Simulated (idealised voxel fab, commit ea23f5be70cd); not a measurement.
The name of this process module is voxel ribs on slabs.
Cross-section cut spans 290 nm and uses square cells 5 nm in size.
This document writes a cross-section as a grid whose cells are square, and gives it as bands, listed from the top down; one or more rows of cells form a band.
In this notation a band is specified by the heights of its top and bottom, in that order and in nm, after which its materials appear from left to right, each paired with its width in nm. The word "throughout" attached to a single material means that material fills the band from edge to edge; the word "empty" stands for empty space.
Note: height 0 marks the level under which the wafer is uniformly one material as received. Lowest band unbounded below, written "0 down".
Read "30->40" as a graded width: first number on top, second number at the bottom, same change between each pair of neighbouring rows.
Reading "left unchanged" for a step: not a cell of the cross-section changed in it.
Basically, "Enclosed cavities" tells you about the enclosed voids: empty spaces with no open way to the top, 8 cells or bigger, each written width x height at distance, where distance is from the left edge, all in nm.
The remark found on a step's line after its settings is issued by the simulator itself and pertains to that step.
overlay nm: mask right of planned place by this much (step with mask). Neg. = left.

# The planned process steps are enumerated hereunder
step 1: RECEIVE | material Si
step 2: DIRECTIONAL_DEP | material SiO2 | thk nm 20
step 3: DIRECTIONAL_DEP | material polySi | thk nm 15
step 4: DIRECTIONAL_DEP | material aC | thk nm 15
step 5: PATTERN | tone cover | mask id RIB | material resist | width nm 15 | thk nm 30 | overlay nm 0
step 6: DIRECTIONAL_ETCH | etch materials aC | depth nm 15
step 7: STRIP | etch materials resist
step 8: DIRECTIONAL_ETCH | etch materials polySi | depth nm 10
step 9: STRIP | etch materials aC
step 10: MASKED_ETCH | tone cover | mask id SLAB | width nm 45 | etch materials polySi | depth nm 5 | overlay nm 0
step 11: FILL_DEP | material SiO2 | thk nm 25
step 12: CMP | height nm 55
step 13: DIRECTIONAL_DEP | material W | thk nm 10
step 14: DIRECTIONAL_DEP | material aC | thk nm 15
step 15: PATTERN | tone cover | mask id HEATER | material resist | width nm 25 | thk nm 30 | overlay nm 0
step 16: DIRECTIONAL_ETCH | etch materials aC | depth nm 15
step 17: STRIP | etch materials resist
step 18: DIRECTIONAL_ETCH | etch materials W | depth nm 10
step 19: STRIP | etch materials aC
step 20: CONFORMAL_DEP | material SiN | thk nm 5

# What follows covers the first of two wafers; it ran as planned

# Cross-section of the wafer as it came to us, i.e., already through step 1
    0 down: Si throughout
    Enclosed cavities: none

# Step 2 done - wafer cross-section
    20 to 0: SiO2 throughout
    Heights below 0 show no change.

# Step 3 done - wafer cross-section
    35 to 20: polySi throughout
    Heights below 20 show no change.

# Step 4 done - wafer cross-section
    50 to 35: aC throughout
    Heights below 35 show no change.

# Step 5 done - wafer cross-section
    80 to 50: empty 135 nm, then resist 15 nm, then empty 140 nm
    Heights below 50 show no change.

# Step 6 done - wafer cross-section
    65 to 50: empty 135 nm, then resist 15 nm, then empty 140 nm
    50 to 35: empty 135 nm, then aC 15 nm, then empty 140 nm
    Heights below 35 show no change.

# Step 7 done - wafer cross-section
    50 to 35: empty 135 nm, then aC 15 nm, then empty 140 nm
    Heights below 35 show no change.

# Step 8 done - wafer cross-section
    50 to 35: empty 135 nm, then aC 15 nm, then empty 140 nm
    35 to 25: empty 135 nm, then polySi 15 nm, then empty 140 nm
    Heights below 25 show no change.

# Step 9 done - wafer cross-section
    35 to 25: empty 135 nm, then polySi 15 nm, then empty 140 nm
    Heights below 25 show no change.

# Step 10 done - wafer cross-section
    35 to 25: empty 135 nm, then polySi 15 nm, then empty 140 nm
    25 to 20: empty 120 nm, then polySi 45 nm, then empty 125 nm
    Heights below 20 show no change.

# Step 11 done - wafer cross-section
    60 to 35: SiO2 throughout
    35 to 25: SiO2 135 nm, then polySi 15 nm, then SiO2 140 nm
    25 to 20: SiO2 120 nm, then polySi 45 nm, then SiO2 125 nm
    Heights below 20 show no change.

# Step 12 done - wafer cross-section
    55 to 35: SiO2 throughout
    Heights below 35 show no change.

# Step 13 done - wafer cross-section
    65 to 55: W throughout
    Heights below 55 show no change.

# Step 14 done - wafer cross-section
    80 to 65: aC throughout
    Heights below 65 show no change.

# Step 15 done - wafer cross-section
    110 to 80: empty 130 nm, then resist 25 nm, then empty 135 nm
    Heights below 80 show no change.

# Step 16 done - wafer cross-section
    95 to 80: empty 130 nm, then resist 25 nm, then empty 135 nm
    80 to 65: empty 130 nm, then aC 25 nm, then empty 135 nm
    Heights below 65 show no change.

# Step 17 done - wafer cross-section
    80 to 65: empty 130 nm, then aC 25 nm, then empty 135 nm
    Heights below 65 show no change.

# Step 18 done - wafer cross-section
    80 to 65: empty 130 nm, then aC 25 nm, then empty 135 nm
    65 to 55: empty 130 nm, then W 25 nm, then empty 135 nm
    Heights below 55 show no change.

# Step 19 done - wafer cross-section
    65 to 55: empty 130 nm, then W 25 nm, then empty 135 nm
    Heights below 55 show no change.

# Step 20 done - wafer cross-section
    70 to 65: empty 125 nm, then SiN 35 nm, then empty 130 nm
    65 to 60: empty 125 nm, then SiN 5 nm, then W 25 nm, then SiN 5 nm, then empty 130 nm
    60 to 55: SiN 130 nm, then W 25 nm, then SiN 135 nm
    Heights below 55 show no change.

# The remaining wafer, second of the two, started like the first and was run to the same plan, except that one mistake was made along the way; the two coincide through step 13, inclusive

# Second wafer, cut view, end of step 14 per plan
    80 to 65: SiN throughout
    Heights below 65 show no change.

# Second wafer, cut view, end of step 15 per plan
    110 to 80: empty 130 nm, then resist 25 nm, then empty 135 nm
    Heights below 80 show no change.

# Second wafer, cut view, end of step 16 per plan
    95 to 80: empty 130 nm, then resist 25 nm, then empty 135 nm
    Heights below 80 show no change.

# Second wafer, cut view, end of step 17 per plan
    80 to 65: SiN throughout
    Heights below 65 show no change.

Second wafer, cut view, end of step 18 per plan: left unchanged

Second wafer, cut view, end of step 19 per plan: left unchanged

# Second wafer, cut view, end of step 20 per plan
    85 to 65: SiN throughout
    Heights below 65 show no change.
What was the processing mistake? step 14 ran differently from the plan; actual operation with settings: DIRECTIONAL_DEP | material SiN | thk nm 15
Looking at both finished wafers in cells, the second ends up ahead of or behind the first on some materials: SiN: 170 more; W: 106 more
